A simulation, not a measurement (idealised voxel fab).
process module | voxel self aligned contacts
cross-section cut | 215 nm wide | cells 5 nm
A cross-section is a grid of square cells, given in bands from the top down. A band is one or more rows of cells.
Each band's line starts with the height of the band's top and of its bottom, in nm. Then come its materials from left to right, each with its width in nm. One material with "throughout" fills the band from edge to edge. "air" is empty space.
Height 0 is the level under which the wafer as received is all one material. The lowest band goes on downwards, as in "0 down".
A width such as "30 to 40" changes by the same amount from each row of cells to the next, from the band's top row to its bottom row.
"no change" after a step means that no cell of the cross-section changed.
closed voids: empty space of 8 cells or more with no open way to the top, each as width x height at its distance from the left edge, in nm
after a step's settings: what the simulator itself notes on the step
overlay nm, on a step with a mask: how far to the right of its planned place the mask lay; to the left if negative
plan
1 op RECEIVE | material Si
2 op OXIDIZE | depth nm 5
3 op DIRECTIONAL_DEP | material polySi | thk nm 25
4 op DIRECTIONAL_DEP | material SiN | thk nm 20
5 op DIRECTIONAL_DEP | material aC | thk nm 10
6 op PATTERN | tone cover | mask id GATE | material resist | width nm 25 | pitch nm 50 | thk nm 30 | overlay nm 0
7 op DIRECTIONAL_ETCH | etch materials aC | depth nm 10
8 op STRIP | etch materials resist
9 op DIRECTIONAL_ETCH | etch materials SiN | depth nm 20
10 op DIRECTIONAL_ETCH | etch materials polySi | depth nm 25
11 op STRIP | etch materials aC
12 op CONFORMAL_DEP | material SiN | thk nm 5
13 op DIRECTIONAL_ETCH | etch materials SiN | depth nm 5
14 op FILL_DEP | material SiO2 | thk nm 10
15 op CMP | height nm 50
16 op MASKED_ETCH | tone open | mask id CONTACT | width nm 35 | etch materials SiO2 | depth nm 55 | overlay nm 0
17 op CONFORMAL_DEP | material TiN | thk nm 5
18 op FILL_DEP | material Ru | thk nm 5
19 op CMP | height nm 50
20 op CONFORMAL_DEP | material SiN | thk nm 5
first wafer, as planned
as received, after step 1
  0 down: Si throughout
  closed voids: none
after step 2
  0 to -5: SiO2 throughout
  below -5: unchanged
after step 3
  25 to 0: polySi throughout
  below 0: unchanged
after step 4
  45 to 25: SiN throughout
  below 25: unchanged
after step 5
  55 to 45: aC throughout
  below 45: unchanged
after step 6
  85 to 55: air 70 | resist 25 | air 25 | resist 25 | air 70
  below 55: unchanged
after step 7
  75 to 55: air 70 | resist 25 | air 25 | resist 25 | air 70
  55 to 45: air 70 | aC 25 | air 25 | aC 25 | air 70
  below 45: unchanged
after step 8
  55 to 45: air 70 | aC 25 | air 25 | aC 25 | air 70
  below 45: unchanged
after step 9
  55 to 45: air 70 | aC 25 | air 25 | aC 25 | air 70
  45 to 25: air 70 | SiN 25 | air 25 | SiN 25 | air 70
  below 25: unchanged
after step 10
  55 to 45: air 70 | aC 25 | air 25 | aC 25 | air 70
  45 to 25: air 70 | SiN 25 | air 25 | SiN 25 | air 70
  25 to 0: air 70 | polySi 25 | air 25 | polySi 25 | air 70
  below 0: unchanged
after step 11
  45 to 25: air 70 | SiN 25 | air 25 | SiN 25 | air 70
  below 25: unchanged
after step 12
  50 to 25: air 65 | SiN 35 | air 15 | SiN 35 | air 65
  25 to 5: air 65 | SiN 5 | polySi 25 | SiN 5 | air 15 | SiN 5 | polySi 25 | SiN 5 | air 65
  5 to 0: SiN 70 | polySi 25 | SiN 25 | polySi 25 | SiN 70
  below 0: unchanged
after step 13
  45 to 25: air 65 | SiN 35 | air 15 | SiN 35 | air 65
  25 to 0: air 65 | SiN 5 | polySi 25 | SiN 5 | air 15 | SiN 5 | polySi 25 | SiN 5 | air 65
  below 0: unchanged
after step 14
  55 to 45: SiO2 throughout
  45 to 25: SiO2 65 | SiN 35 | SiO2 15 | SiN 35 | SiO2 65
  25 to 0: SiO2 65 | SiN 5 | polySi 25 | SiN 5 | SiO2 15 | SiN 5 | polySi 25 | SiN 5 | SiO2 65
  below 0: unchanged
after step 15
  50 to 45: SiO2 throughout
  below 45: unchanged
after step 16
  50 to 45: SiO2 90 | air 35 | SiO2 90
  45 to 25: SiO2 65 | SiN 35 | air 15 | SiN 35 | SiO2 65
  25 to 0: SiO2 65 | SiN 5 | polySi 25 | SiN 5 | air 15 | SiN 5 | polySi 25 | SiN 5 | SiO2 65
  0 to -5: SiO2 100 | air 15 | SiO2 100
  below -5: unchanged
after step 17
  55 to 50: TiN 95 | air 25 | TiN 95
  50 to 45: SiO2 90 | TiN 15 | air 5 | TiN 15 | SiO2 90
  45 to 25: SiO2 65 | SiN 35 | TiN 5 | air 5 | TiN 5 | SiN 35 | SiO2 65
  25 to 0: SiO2 65 | SiN 5 | polySi 25 | SiN 5 | TiN 5 | air 5 | TiN 5 | SiN 5 | polySi 25 | SiN 5 | SiO2 65
  0 to -5: SiO2 100 | TiN 15 | SiO2 100
  below -5: unchanged
after step 18
  60 to 55: Ru throughout
  55 to 50: TiN 95 | Ru 25 | TiN 95
  50 to 45: SiO2 90 | TiN 15 | Ru 5 | TiN 15 | SiO2 90
  45 to 25: SiO2 65 | SiN 35 | TiN 5 | Ru 5 | TiN 5 | SiN 35 | SiO2 65
  25 to 0: SiO2 65 | SiN 5 | polySi 25 | SiN 5 | TiN 5 | Ru 5 | TiN 5 | SiN 5 | polySi 25 | SiN 5 | SiO2 65
  below 0: unchanged
after step 19
  50 to 45: SiO2 90 | TiN 15 | Ru 5 | TiN 15 | SiO2 90
  below 45: unchanged
after step 20
  55 to 50: SiN throughout
  below 50: unchanged
second wafer: like start, like plan, one mistake. Through step 15 it matches the first wafer
when step 16 should have ended
  50 to 45: air 90 | SiO2 35 | air 90
  45 to 25: air 65 | SiN 35 | SiO2 15 | SiN 35 | air 65
  25 to 0: air 65 | SiN 5 | polySi 25 | SiN 5 | SiO2 15 | SiN 5 | polySi 25 | SiN 5 | air 65
  0 to -5: air 65 | SiO2 85 | air 65
  below -5: unchanged
when step 17 should have ended
  55 to 50: air 85 | TiN 45 | air 85
  50 to 45: air 60 | TiN 30 | SiO2 35 | TiN 30 | air 60
  45 to 25: air 60 | TiN 5 | SiN 35 | SiO2 15 | SiN 35 | TiN 5 | air 60
  25 to 0: air 60 | TiN 5 | SiN 5 | polySi 25 | SiN 5 | SiO2 15 | SiN 5 | polySi 25 | SiN 5 | TiN 5 | air 60
  0 to -5: TiN 65 | SiO2 85 | TiN 65
  below -5: unchanged
when step 18 should have ended
  60 to 55: Ru throughout
  55 to 50: Ru 85 | TiN 45 | Ru 85
  50 to 45: Ru 60 | TiN 30 | SiO2 35 | TiN 30 | Ru 60
  45 to 25: Ru 60 | TiN 5 | SiN 35 | SiO2 15 | SiN 35 | TiN 5 | Ru 60
  25 to 0: Ru 60 | TiN 5 | SiN 5 | polySi 25 | SiN 5 | SiO2 15 | SiN 5 | polySi 25 | SiN 5 | TiN 5 | Ru 60
  below 0: unchanged
when step 19 should have ended
  50 to 45: Ru 60 | TiN 30 | SiO2 35 | TiN 30 | Ru 60
  below 45: unchanged
when step 20 should have ended
  55 to 50: SiN throughout
  below 50: unchanged
what went wrong: step 16 ran as: op MASKED_ETCH | tone cover | mask id CONTACT | width nm 35 | etch materials SiO2 | depth nm 55 | overlay nm 0
at the end the second wafer has, in cells: 230 more of Ru | 259 fewer of SiO2 | 29 more of TiN
